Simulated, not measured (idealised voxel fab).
This section sets out a process module, namely voxel gate over fins.
cross-section cut | 180 nm wide | cells 5 nm
This document writes a cross-section as a grid whose cells are square, and gives it as bands, listed from the top down; one or more rows of cells form a band. Heights first: top, then bottom, in nm. Then materials, left to right, each with a width in nm. "everywhere" on a single material: fills the band edge to edge. "blank": empty space. Measure heights from 0. That's the level where, below it, the as-received wafer is all one material. The lowest band is bottomless and extends downward; write it as in "0 and below". So if you see something like "30..40" for the width, read it as the top row of the band sitting at the first number and the bottom row at the second, with every row in between moving by the same amount as the last. Take "no change occurred" at face value: in the step it is given for, the cross-section changed in none of its cells. If an empty space has no open way to the top and is at least 8 cells in size, "Sealed-off cavities" lists it, written width x height at distance, where distance is measured from the left edge and every value is in nm. Post-settings text on a step line: simulator's own remark regarding the step. Among the settings permitted on a step's line is "overlay nm"; applied to a step with a mask, it specifies the extent to which the mask lay to the right of its planned position, whereas a negative figure signifies a position to the left.
## List of planned process steps
1) RECEIVE [material Si]
2) CONFORMAL_DEP [material SiN] [thk nm 10]
3) DIRECTIONAL_DEP [material aC] [thk nm 10]
4) PATTERN [tone cover] [mask id FINS] [material resist] [width nm 15] [pitch nm 40] [thk nm 25] [overlay nm 0]
5) DIRECTIONAL_ETCH [etch materials aC] [depth nm 10]
6) STRIP [etch materials resist]
7) DIRECTIONAL_ETCH [etch materials SiN] [depth nm 10]
8) DIRECTIONAL_ETCH [etch materials Si] [depth nm 30]
9) STRIP [etch materials aC]
10) OXIDIZE [depth nm 5]
11) FILL_DEP [material SiO2] [thk nm 15]
12) CMP [height nm 10]
13) SELECTIVE_ETCH [etch materials SiO2] [depth nm 25]
14) STRIP [etch materials SiN]
15) CONFORMAL_DEP [material HfO2] [thk nm 5]
16) CONFORMAL_DEP [material TiN] [thk nm 5]
17) FILL_DEP [material W] [thk nm 10]
18) CMP [height nm 15]
19) CONFORMAL_DEP [material SiCN] [thk nm 10]
What sets these wafers apart? The width nm at step 4. They all start alike, and the plan carries the first wafer's value.
## Sectional view: first of several wafers, as received, after step 1
* 0 and below  Si everywhere
* Sealed-off cavities: none
## Wafer rows, end of module: cells per material gained (+) or lost (-) since receipt; closed voids last
width nm 15, +60 HfO2, -224 Si, +72 SiCN, +128 SiO2, +60 TiN, +84 W, Sealed-off cavities: none
width nm 20, +60 HfO2, -196 Si, +72 SiCN, +112 SiO2, +60 TiN, +72 W, Sealed-off cavities: none
width nm 25, +60 HfO2, -168 Si, +72 SiCN, +96 SiO2, +60 TiN, +60 W, Sealed-off cavities: none
